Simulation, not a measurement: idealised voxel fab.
The name of this process module is voxel self aligned contacts.
The figure presents cross-section cut, which has a width of 210 nm and is divided into square cells with an edge length of 5 nm.
Cross-section format: a grid of square cells, given as bands from top to bottom; each band is one or more rows of cells.
For a band, the entry starts with two heights in nm, that of the top and then that of the bottom, and carries on with the band's materials in order from left to right, each alongside its width in nm; the word "all across" beside a single material means it fills the band edge to edge, and "blank" means empty space.
A quick word on heights: they are counted from 0, and under that level the wafer as it came to us is one material throughout. The lowest band is different from the rest in having no bottom; it simply continues downward, written as in "0 down".
The two numbers in a width such as "30..40" mark its ends across the band: the first belongs to the top row of cells, the second to the bottom row, and from each row to the next the width moves by the same amount.
Take "same as before" at face value: in the step it is given for, the cross-section changed in none of its cells.
Listed in "Entrapped voids": every empty space of 8 or more cells without an open way to the top. Form: width x height at distance, the distance being from the left edge, all in nm.
Heads up: the bit after the settings on a step's line is the simulator's remark on that step.
"overlay nm", when on a step's line for a step with a mask, measures how far to the right of its planned place the mask lay; a negative measure means to the left.
The planned process steps are enumerated hereunder
1. RECEIVE | material Si
2. OXIDIZE | depth nm 5
3. DIRECTIONAL_DEP | material polySi | thk nm 30
4. DIRECTIONAL_DEP | material SiN | thk nm 20
5. PATTERN | tone cover | mask id GATE | material resist | width nm 30 | pitch nm 65 | thk nm 20 | overlay nm 0
6. DIRECTIONAL_ETCH | etch materials SiN | depth nm 20
7. DIRECTIONAL_ETCH | etch materials polySi | depth nm 30
8. STRIP | etch materials resist
9. CONFORMAL_DEP | material SiN | thk nm 10
10. DIRECTIONAL_ETCH | etch materials SiN | depth nm 10
11. FILL_DEP | material SiO2 | thk nm 15
12. CMP | height nm 55
13. PATTERN | tone open | mask id CONTACT | material resist | width nm 45 | pitch nm 65 | thk nm 15 | overlay nm -15
14. DIRECTIONAL_ETCH | etch materials SiO2 | depth nm 60
15. STRIP | etch materials resist
16. CONFORMAL_DEP | material TiN | thk nm 5
17. FILL_DEP | material W | thk nm 5
18. CMP | height nm 55
19. CONFORMAL_DEP | material SiCN | thk nm 5
Every wafer here starts from the same state; it is the step 13 overlay nm that distinguishes them, and the value the plan gives belongs to the first wafer.
Cross-section: the first of several wafers in its as-received state, i.e. following step 1
    0 down: Si all across
    Entrapped voids: none
Module end state after final step 19: cross-section of the first of several wafers
    60 to 55: SiCN all across
    55 to 50: SiO2: 35  TiN: 35  W: 5  TiN: 5  SiO2: 20  TiN: 35  W: 5  TiN: 5  SiO2: 65
    50 to 30: SiO2: 15  SiN: 50  TiN: 5  W: 5  TiN: 5  SiN: 50  TiN: 5  W: 5  TiN: 5  SiN: 50  SiO2: 15
    30 to 0: SiO2: 15  SiN: 10  polySi: 30  SiN: 10  TiN: 5  W: 5  TiN: 5  SiN: 10  polySi: 30  SiN: 10  TiN: 5  W: 5  TiN: 5  SiN: 10  polySi: 30  SiN: 10  SiO2: 15
    0 to -5: SiO2: 65  TiN: 15  SiO2: 50  TiN: 15  SiO2: 65
    -5 down: Si all across
    Entrapped voids: none
Sectional view of the last wafer upon completion of the module
    60 to 55: SiCN all across
    55 to 50: SiO2: 65  TiN: 5  W: 5  TiN: 35  SiO2: 20  TiN: 5  W: 5  TiN: 35  SiO2: 35
    50 to 30: SiO2: 15  SiN: 50  TiN: 5  W: 5  TiN: 5  SiN: 50  TiN: 5  W: 5  TiN: 5  SiN: 50  SiO2: 15
    30 to 0: SiO2: 15  SiN: 10  polySi: 30  SiN: 10  TiN: 5  W: 5  TiN: 5  SiN: 10  polySi: 30  SiN: 10  TiN: 5  W: 5  TiN: 5  SiN: 10  polySi: 30  SiN: 10  SiO2: 15
    0 to -5: SiO2: 65  TiN: 15  SiO2: 50  TiN: 15  SiO2: 65
    -5 down: Si all across
    Entrapped voids: none
Row per wafer, end-of-module: cell gain (+)/loss (-) by material since the wafer came in, then closed voids
overlay nm -15, -42 Si, +42 SiCN, +192 SiN, +120 SiO2, +62 TiN, +22 W, +108 polySi, Entrapped voids: none
overlay nm -10, -42 Si, +42 SiCN, +192 SiN, +120 SiO2, +62 TiN, +22 W, +108 polySi, Entrapped voids: none
overlay nm -5, -42 Si, +42 SiCN, +192 SiN, +120 SiO2, +62 TiN, +22 W, +108 polySi, Entrapped voids: none
overlay nm 0, -42 Si, +42 SiCN, +192 SiN, +120 SiO2, +62 TiN, +22 W, +108 polySi, Entrapped voids: none
overlay nm 5, -42 Si, +42 SiCN, +192 SiN, +120 SiO2, +62 TiN, +22 W, +108 polySi, Entrapped voids: none
overlay nm 10, -42 Si, +42 SiCN, +192 SiN, +120 SiO2, +62 TiN, +22 W, +108 polySi, Entrapped voids: none
overlay nm 15, -42 Si, +42 SiCN, +192 SiN, +120 SiO2, +62 TiN, +22 W, +108 polySi, Entrapped voids: none
